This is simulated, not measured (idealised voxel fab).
The following process module bears the name voxel quadruple lines.
Cross-sectional view cut (width: 215 nm; square cell size: 5 nm).
Each cross-section below is a grid of square cells, stated as bands in top-down order, with one or more rows of cells making up each band.
Band: top height; bottom height; in nm. Then, left to right: material with width in nm, for each material. "everywhere": a single material spanning edge to edge. "empty": empty space.
Ref level 0: as-received wafer is one material below here. Bottom band extends down with no lower bound ("from 0 down").
Top row gets the first number, bottom row gets the second, and each row in between changes by the same step: that is how a band width like "30..40" works.
What does "nothing altered" mean for a step? It means no cell of the cross-section changed in that step.
Any empty space of 8 cells or more lacking an open way to the top shows up in "Sealed internal voids" as width x height at distance, distance from the left edge, in nm.
If you see something after the settings on a step's line, that's the simulator's own remark about that step.
"overlay nm", when on a step's line for a step with a mask, measures how far to the right of its planned place the mask lay; a negative measure means to the left.
PLANNED PROCESS STEPS
| 1 | RECEIVE,material Si |
| 2 | CONFORMAL_DEP,material SiO2,thk nm 10 |
| 3 | DIRECTIONAL_DEP,material Ru,thk nm 15 |
| 4 | DIRECTIONAL_DEP,material polySi,thk nm 20 |
| 5 | DIRECTIONAL_DEP,material aC,thk nm 25 |
| 6 | PATTERN,tone cover,mask id MANDREL,material resist,width nm 20,pitch nm 60,thk nm 35,overlay nm -15 |
| 7 | DIRECTIONAL_ETCH,etch materials aC,depth nm 25 |
| 8 | STRIP,etch materials resist |
| 9 | CONFORMAL_DEP,material SiO2,thk nm 10 |
| 10 | DIRECTIONAL_ETCH,etch materials SiO2,depth nm 10 |
| 11 | STRIP,etch materials aC |
| 12 | DIRECTIONAL_ETCH,etch materials polySi,depth nm 20 |
| 13 | STRIP,etch materials SiO2 |
| 14 | CONFORMAL_DEP,material SiN,thk nm 5 |
| 15 | DIRECTIONAL_ETCH,etch materials SiN,depth nm 5 |
| 16 | STRIP,etch materials polySi |
| 17 | DIRECTIONAL_ETCH,etch materials Ru,depth nm 15 |
| 18 | STRIP,etch materials SiN |
Wafer-to-wafer difference: overlay nm, step 6. Common start. Plan = first wafer's value.
THE FIRST OF SEVERAL WAFERS, AS RECEIVED AFTER STEP 1, SEEN IN SECTION
> from 0 down: Si everywhere
> Sealed internal voids: none
WHERE EACH WAFER STANDS AT THE END OF THE MODULE, A ROW APIECE: CELLS OF EACH MATERIAL GAINED (+) OR LOST (-) SINCE IT WAS RECEIVED, THEN CLOSED VOIDS
overlay nm -15, +24 Ru, +86 SiO2, Sealed internal voids: none
overlay nm -10, +24 Ru, +86 SiO2, Sealed internal voids: none
overlay nm -5, +24 Ru, +86 SiO2, Sealed internal voids: none
overlay nm 0, +24 Ru, +86 SiO2, Sealed internal voids: none
overlay nm 5, +24 Ru, +86 SiO2, Sealed internal voids: none
overlay nm 10, +24 Ru, +86 SiO2, Sealed internal voids: none
overlay nm 15, +24 Ru, +86 SiO2, Sealed internal voids: none
